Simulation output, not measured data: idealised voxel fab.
You're looking at the process module voxel plated lines.
Section cut is 240 nm wide and gridded with 5 nm square cells.
This document writes a cross-section as a grid whose cells are square, and gives it as bands, listed from the top down; one or more rows of cells form a band.
For a band, the entry starts with two heights in nm, that of the top and then that of the bottom, and carries on with the band's materials in order from left to right, each alongside its width in nm; the word "throughout" beside a single material means it fills the band edge to edge, and "blank" means empty space.
Heights are reckoned from 0. Under this level, the received wafer is all of one material. The bottommost band is open-ended downward, for example "0 nm and below".
Quick explanation for "30 to 40": the width changes in equal steps down the rows of cells, from the first number in the band's top row to the second number in its bottom row.
The cross-section has no changed cell in any step marked "nothing changed".
Look at "Enclosed empty spaces" for the closed voids: empty spaces with no open path to the top, sized 8 cells or up. Each is width x height at distance, distance from the left edge, all nm.
Anything after a step's settings on that line? It's the simulator's own note about the step.
overlay nm: for a step with a mask, the amount by which the mask lay right of where it was planned; a negative amount means left of it.
# Planned step list for the process
- 1: RECEIVE, material Si
- 2: CONFORMAL_DEP, material Al2O3, thk nm 5
- 3: DIRECTIONAL_DEP, material TiN, thk nm 5
- 4: PATTERN, tone open, mask id LINES, material resist, width nm 20, pitch nm 50, thk nm 40, overlay nm 0
- 5: EPI, material Ru, thk nm 10
- 6: EPI, material Ru, thk nm 10
- 7: EPI, material Ru, thk nm 5
- 8: STRIP, etch materials resist
- 9: DIRECTIONAL_ETCH, etch materials TiN, depth nm 5
- 10: CONFORMAL_DEP, material SiO2, thk nm 10
# Account of the first of two wafers, which was processed as intended
# Cross-section, incoming material, after step 1
	0 nm and below = Si throughout
	Enclosed empty spaces: none
# The following cross-section depicts the wafer upon completion of step 2
	5 nm to 0 nm = Al2O3 throughout
	Nothing below the height 0 has changed.
# The following cross-section depicts the wafer upon completion of step 3
	10 nm to 5 nm = TiN throughout
	Nothing below the height 5 has changed.
# The following cross-section depicts the wafer upon completion of step 4
	50 nm to 10 nm = resist=35 | blank=20 | resist=30 | blank=20 | resist=30 | blank=20 | resist=30 | blank=20 | resist=35
	Nothing below the height 10 has changed.
# The following cross-section depicts the wafer upon completion of step 5
	50 nm to 20 nm = resist=35 | blank=20 | resist=30 | blank=20 | resist=30 | blank=20 | resist=30 | blank=20 | resist=35
	20 nm to 10 nm = resist=35 | Ru=20 | resist=30 | Ru=20 | resist=30 | Ru=20 | resist=30 | Ru=20 | resist=35
	Nothing below the height 10 has changed.
# The following cross-section depicts the wafer upon completion of step 6
	50 nm to 30 nm = resist=35 | blank=20 | resist=30 | blank=20 | resist=30 | blank=20 | resist=30 | blank=20 | resist=35
	30 nm to 10 nm = resist=35 | Ru=20 | resist=30 | Ru=20 | resist=30 | Ru=20 | resist=30 | Ru=20 | resist=35
	Nothing below the height 10 has changed.
# The following cross-section depicts the wafer upon completion of step 7
	50 nm to 35 nm = resist=35 | blank=20 | resist=30 | blank=20 | resist=30 | blank=20 | resist=30 | blank=20 | resist=35
	35 nm to 10 nm = resist=35 | Ru=20 | resist=30 | Ru=20 | resist=30 | Ru=20 | resist=30 | Ru=20 | resist=35
	Nothing below the height 10 has changed.
# The following cross-section depicts the wafer upon completion of step 8
	35 nm to 10 nm = blank=35 | Ru=20 | blank=30 | Ru=20 | blank=30 | Ru=20 | blank=30 | Ru=20 | blank=35
	Nothing below the height 10 has changed.
# The following cross-section depicts the wafer upon completion of step 9
	35 nm to 10 nm = blank=35 | Ru=20 | blank=30 | Ru=20 | blank=30 | Ru=20 | blank=30 | Ru=20 | blank=35
	10 nm to 5 nm = blank=35 | TiN=20 | blank=30 | TiN=20 | blank=30 | TiN=20 | blank=30 | TiN=20 | blank=35
	Nothing below the height 5 has changed.
# The following cross-section depicts the wafer upon completion of step 10
	45 nm to 35 nm = blank=25 | SiO2=40 | blank=10 | SiO2=40 | blank=10 | SiO2=40 | blank=10 | SiO2=40 | blank=25
	35 nm to 15 nm = blank=25 | SiO2=10 | Ru=20 | SiO2=10 | blank=10 | SiO2=10 | Ru=20 | SiO2=10 | blank=10 | SiO2=10 | Ru=20 | SiO2=10 | blank=10 | SiO2=10 | Ru=20 | SiO2=10 | blank=25
	15 nm to 10 nm = SiO2=35 | Ru=20 | SiO2=30 | Ru=20 | SiO2=30 | Ru=20 | SiO2=30 | Ru=20 | SiO2=35
	10 nm to 5 nm = SiO2=35 | TiN=20 | SiO2=30 | TiN=20 | SiO2=30 | TiN=20 | SiO2=30 | TiN=20 | SiO2=35
	Nothing below the height 5 has changed.
# Wafer two of the pair: same origin, same plan, one error during the run; identical to wafer one up to and including step 9
# Cross-sectional view of the second wafer at the intended end time of process step 10
	45 nm to 15 nm = blank=25 | Ru=40 | blank=10 | Ru=40 | blank=10 | Ru=40 | blank=10 | Ru=40 | blank=25
	15 nm to 10 nm = Ru throughout
	10 nm to 5 nm = Ru=35 | TiN=20 | Ru=30 | TiN=20 | Ru=30 | TiN=20 | Ru=30 | TiN=20 | Ru=35
	Nothing below the height 5 has changed.
Diagnosis: step 10 did not use the planned setting and instead ran as CONFORMAL_DEP, material Ru, thk nm 10
Counted in cells at the end, the second wafer holds more or fewer of these materials than the first: Ru: 192 more, SiO2: 192 fewer
